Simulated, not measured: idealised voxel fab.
voxel self aligned vias: a process module
The cross-section on display is named cut; it measures 185 nm wide, and its cells are 5 nm squares.
Just so we're on the same page, the cross-sections are grids of square cells, and they're listed out in bands top to bottom, each band one or more rows deep. For a band, the entry starts with two heights in nm, that of the top and then that of the bottom, and carries on with the band's materials in order from left to right, each alongside its width in nm; the word "edge to edge" beside a single material means it fills the band edge to edge, and "empty" means empty space. Convention: height 0 is the level below which the wafer, as received, is all one material. The lowest band does not terminate at the bottom but continues downward, represented as "0..down". The width entry "30 to 40" should be interpreted row by row: the top row of cells in the band takes the first number, the bottom row takes the second number, and the change between adjacent rows is uniform throughout. Step note "remains unaltered" = no cross-section cell changed. Closed-off voids of 8+ cells (no open route to the top) go in "Closed voids list", written width x height at distance from the left edge, in nm. On a step's line, text after the settings is the simulator commenting on that step. "overlay nm" denotes, for a step that has a mask, the displacement of the mask to the right of its planned place, with negative values corresponding to the left.

Listed below are the process steps as planned:
1,RECEIVE: material Si
2,CONFORMAL_DEP: material SiO2, thk nm 10
3,CONFORMAL_DEP: material SiCN, thk nm 5
4,DIRECTIONAL_DEP: material SiO2, thk nm 25
5,MASKED_ETCH: tone open, mask id LINES, width nm 25, pitch nm 70, etch materials SiO2, depth nm 25, overlay nm 0
6,CONFORMAL_DEP: material TiN, thk nm 5
7,FILL_DEP: material Ru, thk nm 10
8,CMP: height nm 40
9,SELECTIVE_ETCH: etch materials W Ru TiN, depth nm 5
10,FILL_DEP: material SiN, thk nm 10
11,CMP: height nm 40
12,DIRECTIONAL_DEP: material SiO2, thk nm 20
13,DIRECTIONAL_DEP: material aC, thk nm 10
14,PATTERN: tone open, mask id VIAS, material resist, width nm 45, thk nm 30, overlay nm 0
15,DIRECTIONAL_ETCH: etch materials aC, depth nm 10
16,STRIP: etch materials resist
17,DIRECTIONAL_ETCH: etch materials SiO2, depth nm 20
18,DIRECTIONAL_ETCH: etch materials SiN, depth nm 5
19,STRIP: etch materials aC
20,CONFORMAL_DEP: material TiN, thk nm 5
21,FILL_DEP: material Ru, thk nm 10
22,CMP: height nm 60
23,CONFORMAL_DEP: material SiCN, thk nm 5

As received (post step 1): cross-section:
  0..down  Si edge to edge
  Closed voids list: none

Starting structure and process plan are as shown above, but one mistake was made in running the module; the wafer cross-section at the end of the module follows:
  65..60  SiCN edge to edge
  60..45  35 of SiO2, then 5 of TiN, then 35 of Ru, then 5 of TiN, then 105 of SiO2
  45..40  35 of SiO2, then 45 of TiN, then 105 of SiO2
  40..35  35 of SiN, then 10 of TiN, then 25 of SiO2, then 10 of TiN, then 35 of SiN, then 25 of SiO2, then 45 of SiN
  35..20  40 of Ru, then 5 of TiN, then 25 of SiO2, then 5 of TiN, then 35 of Ru, then 5 of TiN, then 25 of SiO2, then 5 of TiN, then 40 of Ru
  20..15  45 of TiN, then 25 of SiO2, then 45 of TiN, then 25 of SiO2, then 45 of TiN
  15..10  SiCN edge to edge
  10..0  SiO2 edge to edge
  0..down  Si edge to edge
  Closed voids list: none
Deviation from plan: step 5 ran as: MASKED_ETCH: tone cover, mask id LINES, width nm 25, pitch nm 70, etch materials SiO2, depth nm 25, overlay nm 0
